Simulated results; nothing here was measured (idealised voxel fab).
Process module heading - voxel self aligned contacts
Section cut is 235 nm wide and gridded with 5 nm square cells.
For the purposes of this document, a cross-section shall be understood as a grid of square cells, specified as bands listed in top-to-bottom order, each band consisting of one or more rows of cells. Basically the band line says how high the top is and how high the bottom is, in nm, and then what's in it from left to right, every material with its width in nm. Empty space shows up as "blank", and if a single material carries "everywhere" it runs the full band edge to edge. Where do heights start? At 0: under that level the wafer as delivered is made of one material only. And the lowest band has no floor; it just carries on downward, as in "0 -> down". The width entry "30 to 40" should be interpreted row by row: the top row of cells in the band takes the first number, the bottom row takes the second number, and the change between adjacent rows is uniform throughout. "same as before", as given for a step, is the statement that not any cell of the cross-section underwent a change during that step. Encapsulated voids: empty space of 8 cells or more with no open way to the top, each as width x height at its distance from the left edge, in nm. Heads up: the bit after the settings on a step's line is the simulator's remark on that step. overlay nm: how far to the right of its planned place the mask lay on this masked step (negative: to the left).
PROCESS STEPS (PLANNED)
| 1 | RECEIVE with material Si |
| 2 | CONFORMAL_DEP with material SiO2, thk nm 5 |
| 3 | DIRECTIONAL_DEP with material polySi, thk nm 30 |
| 4 | DIRECTIONAL_DEP with material SiN, thk nm 15 |
| 5 | PATTERN with tone cover, mask id GATE, material resist, width nm 25, pitch nm 50, thk nm 20, overlay nm 0 |
| 6 | DIRECTIONAL_ETCH with etch materials SiN, depth nm 15 |
| 7 | DIRECTIONAL_ETCH with etch materials polySi, depth nm 30 |
| 8 | STRIP with etch materials resist |
| 9 | CONFORMAL_DEP with material SiN, thk nm 5 |
| 10 | DIRECTIONAL_ETCH with etch materials SiN, depth nm 5 |
| 11 | FILL_DEP with material SiO2, thk nm 15 |
| 12 | CMP with height nm 60 |
| 13 | PATTERN with tone open, mask id CONTACT, material resist, width nm 35, pitch nm 50, thk nm 15, overlay nm 0 |
| 14 | DIRECTIONAL_ETCH with etch materials SiO2, depth nm 60 |
| 15 | STRIP with etch materials resist |
| 16 | CONFORMAL_DEP with material TiN, thk nm 5 |
| 17 | FILL_DEP with material Ru, thk nm 10 |
| 18 | CMP with height nm 60 |
| 19 | CONFORMAL_DEP with material SiCN, thk nm 5 |
THIS IS THE CROSS-SECTION OF THE WAFER AS WE RECEIVED IT, I.E. AFTER STEP 1
	0 -> down  Si everywhere
	Encapsulated voids: none
MODULE COMPLETE - CROSS-SECTION OF THE FIRST OF TWO WAFERS, RUN ACCORDING TO PLAN
	65 -> 60  SiCN everywhere
	60 -> 50  75 SiO2  5 to 15 TiN  25 to 5 Ru  5 to 15 TiN  15 SiO2  5 to 15 TiN  25 to 5 Ru  5 to 15 TiN  75 SiO2
	50 -> 35  50 SiO2  35 SiN  5 TiN  5 Ru  5 TiN  35 SiN  5 TiN  5 Ru  5 TiN  35 SiN  50 SiO2
	35 -> 5  50 SiO2  5 SiN  25 polySi  5 SiN  5 TiN  5 Ru  5 TiN  5 SiN  25 polySi  5 SiN  5 TiN  5 Ru  5 TiN  5 SiN  25 polySi  5 SiN  50 SiO2
	5 -> 0  85 SiO2  15 TiN  35 SiO2  15 TiN  85 SiO2
	0 -> down  Si everywhere
	Encapsulated voids: none
END OF MODULE, SECOND WAFER, CROSS-SECTION. STARTED LIKE THE FIRST, PLANNED LIKE THE FIRST, RUN WITH ONE MISTAKE
	65 -> 60  SiCN everywhere
	60 -> 40  75 SiO2  5 TiN  25 Ru  5 TiN  15 SiO2  5 TiN  25 Ru  5 TiN  75 SiO2
	40 -> 35  75 SiO2  35 TiN  15 SiO2  35 TiN  75 SiO2
	35 -> 5  polySi everywhere
	5 -> 0  SiO2 everywhere
	0 -> down  Si everywhere
	Encapsulated voids: none
What was done differently from what was planned? step 4 was processed under conditions differing from the plan, specifically as DIRECTIONAL_DEP with material SiO2, thk nm 15
Once processing is complete, comparing cell counts shows that the second wafer has more or fewer of certain materials than the first: Ru: 10 more, SiN: 99 fewer, SiO2: 75 fewer, TiN: 28 fewer, polySi: 192 more
